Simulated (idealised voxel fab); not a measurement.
Process module, titled voxel self aligned contacts
The figure presents cross-section cut, which has a width of 260 nm and is divided into square cells with an edge length of 5 nm.
We lay out every cross-section as a grid of square cells and spell it out in bands from the top down, where one band means one or more rows of cells. Per band: top height and bottom height in nm, followed by the left-to-right materials and their widths in nm; "edge to edge" marks a single material spanning edge to edge, "air" marks empty space. Below 0: as-received wafer, all one material; heights counted from there. Lowest band: no bottom, goes on down, written "0 down". Read "30->40" as a graded width: first number on top, second number at the bottom, same change between each pair of neighbouring rows. It should be understood that the words "nothing altered", when stated for a given step, signify that the cross-section underwent no change in any of its cells during that step. Entry "Entrapped voids". Content: empty spaces with no open connection to the top, size 8 cells or greater. Each: width x height at distance. Distance: from left edge. Unit: nm. Anything after a step's settings on that line? It's the simulator's own note about the step. overlay nm: where the mask lay relative to plan, measured to the right, on steps with a mask; negatives go left.

# Process steps foreseen in the plan
- 1: RECEIVE [material Si]
- 2: CONFORMAL_DEP [material SiO2] [thk nm 5]
- 3: DIRECTIONAL_DEP [material polySi] [thk nm 25]
- 4: DIRECTIONAL_DEP [material SiN] [thk nm 25]
- 5: PATTERN [tone cover] [mask id GATE] [material resist] [width nm 25] [pitch nm 70] [thk nm 20] [overlay nm 0]
- 6: DIRECTIONAL_ETCH [etch materials SiN] [depth nm 25]
- 7: DIRECTIONAL_ETCH [etch materials polySi] [depth nm 25]
- 8: STRIP [etch materials resist]
- 9: CONFORMAL_DEP [material SiN] [thk nm 10]
- 10: DIRECTIONAL_ETCH [etch materials SiN] [depth nm 10]
- 11: FILL_DEP [material SiO2] [thk nm 20]
- 12: CMP [height nm 65]
- 13: MASKED_ETCH [tone open] [mask id CONTACT] [width nm 55] [etch materials SiO2] [depth nm 65] [overlay nm 0]
- 14: CONFORMAL_DEP [material TiN] [thk nm 5]
- 15: FILL_DEP [material Ru] [thk nm 5]
- 16: CMP [height nm 65]
- 17: CONFORMAL_DEP [material SiN] [thk nm 5]

# Received-state cross-section, reflecting completion of step 1
  0 down: Si edge to edge
  Entrapped voids: none

# The plan above was carried out on the starting structure above with one mistake, and this cross-section shows the wafer at the end of the module
  70 to 65: SiN edge to edge
  65 to 55: SiO2 100 / TiN 5 / Ru 45 / TiN 5 / SiO2 105
  55 to 50: SiO2 100 / TiN 20 / Ru 15 / TiN 20 / SiO2 105
  50 to 25: SiO2 70 / SiN 45 / TiN 5 / Ru 15 / TiN 5 / SiN 45 / SiO2 75
  25 to 5: SiO2 70 / SiN 10 / polySi 25 / SiN 10 / TiN 5 / Ru 15 / TiN 5 / SiN 10 / polySi 25 / SiN 10 / SiO2 75
  5 to 0: SiO2 70 / SiN 10 / polySi 25 / SiN 10 / TiN 25 / SiN 10 / polySi 25 / SiN 10 / SiO2 75
  0 down: Si edge to edge
  Entrapped voids: none
Which mistake was made when the wafer was run? the plan's step 2 went unexecuted, having been skipped
